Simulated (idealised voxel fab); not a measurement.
Module name: voxel self aligned vias (process module)
Square cell edge 5 nm, section width 140 nm, ID cut.
Heads up, the way a cross-section reads in here is a grid of square cells, handed over as bands from the top down, with every band being one or more rows of cells. Per band: top height and bottom height in nm, followed by the left-to-right materials and their widths in nm; "everywhere" marks a single material spanning edge to edge, "blank" marks empty space. The level at which height equals 0 is the one under which the wafer, as it arrives, is entirely one material. No lower edge exists for the bottom band, which continues downward and is notated as in "0 -> down". Top row gets the first number, bottom row gets the second, and each row in between changes by the same step: that is how a band width like "30 to 40" works. Take "nothing altered" at face value: in the step it is given for, the cross-section changed in none of its cells. Under "Closed void register" you'll find the enclosed gaps, the ones with no way out to the top, that are 8 cells or bigger; each reads width x height at distance, with distance counted from the left edge, everything in nm. On each step's line, the part that comes after the settings is the simulator's own comment on the step. overlay nm: mask right of planned place by this much (step with mask). Neg. = left.

## The process steps that were planned are listed below
step 1: RECEIVE, material Si
step 2: CONFORMAL_DEP, material SiO2, thk nm 15
step 3: CONFORMAL_DEP, material SiCN, thk nm 5
step 4: DIRECTIONAL_DEP, material SiO2, thk nm 30
step 5: DIRECTIONAL_DEP, material aC, thk nm 10
step 6: PATTERN, tone open, mask id LINES, material resist, width nm 25, pitch nm 60, thk nm 30, overlay nm 0
step 7: DIRECTIONAL_ETCH, etch materials aC, depth nm 10
step 8: STRIP, etch materials resist
step 9: DIRECTIONAL_ETCH, etch materials SiO2, depth nm 30
step 10: STRIP, etch materials aC
step 11: CONFORMAL_DEP, material TiN, thk nm 5
step 12: FILL_DEP, material W, thk nm 10
step 13: CMP, height nm 50
step 14: SELECTIVE_ETCH, etch materials W Ru TiN, depth nm 5
step 15: FILL_DEP, material SiN, thk nm 10
step 16: CMP, height nm 50
step 17: DIRECTIONAL_DEP, material SiO2, thk nm 20
step 18: DIRECTIONAL_DEP, material aC, thk nm 15
step 19: PATTERN, tone open, mask id VIAS, material resist, width nm 35, thk nm 35, overlay nm 0
step 20: DIRECTIONAL_ETCH, etch materials aC, depth nm 15
step 21: STRIP, etch materials resist
step 22: DIRECTIONAL_ETCH, etch materials SiO2, depth nm 20
step 23: DIRECTIONAL_ETCH, etch materials SiN, depth nm 5
step 24: STRIP, etch materials aC
step 25: CONFORMAL_DEP, material TiN, thk nm 5
step 26: FILL_DEP, material Ru, thk nm 10
step 27: CMP, height nm 70
step 28: CONFORMAL_DEP, material SiN, thk nm 5

## Wafer as received: cross-section following step 1
- 0 -> down: Si everywhere
- Closed void register: none

## Module complete - cross-section of the first of two wafers, run according to plan
- 75 -> 70: SiN everywhere
- 70 -> 55: SiO2 20 nm / TiN 5 nm / Ru 25 nm / TiN 5 nm / SiO2 85 nm
- 55 -> 50: SiO2 20 nm / TiN 10 nm / Ru 15 nm / TiN 10 nm / SiO2 85 nm
- 50 -> 45: SiO2 25 nm / TiN 25 nm / SiO2 35 nm / SiN 25 nm / SiO2 30 nm
- 45 -> 25: SiO2 25 nm / TiN 5 nm / W 15 nm / TiN 5 nm / SiO2 35 nm / TiN 5 nm / W 15 nm / TiN 5 nm / SiO2 30 nm
- 25 -> 20: SiO2 25 nm / TiN 25 nm / SiO2 35 nm / TiN 25 nm / SiO2 30 nm
- 20 -> 15: SiCN everywhere
- 15 -> 0: SiO2 everywhere
- 0 -> down: Si everywhere
- Closed void register: none

## Cross-section of the latter of the two wafers at module completion. It had an identical start and an identical plan to the former; in running it, one mistake was made
- 75 -> 70: SiN everywhere
- 70 -> 55: Ru 15 nm / TiN 5 nm / SiO2 35 nm / TiN 5 nm / Ru 80 nm
- 55 -> 50: TiN 20 nm / SiO2 35 nm / TiN 35 nm / Ru 15 nm / TiN 35 nm
- 50 -> 45: SiO2 25 nm / SiN 25 nm / SiO2 35 nm / TiN 25 nm / SiO2 30 nm
- 45 -> 25: SiO2 25 nm / TiN 5 nm / W 15 nm / TiN 5 nm / SiO2 35 nm / TiN 5 nm / W 15 nm / TiN 5 nm / SiO2 30 nm
- 25 -> 20: SiO2 25 nm / TiN 25 nm / SiO2 35 nm / TiN 25 nm / SiO2 30 nm
- 20 -> 15: SiCN everywhere
- 15 -> 0: SiO2 everywhere
- 0 -> down: Si everywhere
- Closed void register: none
Deviation noted in wafer processing: contrary to plan, step 19 was performed as PATTERN, tone cover, mask id VIAS, material resist, width nm 35, thk nm 35, overlay nm 0
Bottom line after processing is that, in cells, the second wafer is up or down on some materials versus the first: Ru: 42 more, SiO2: 56 fewer, TiN: 14 more
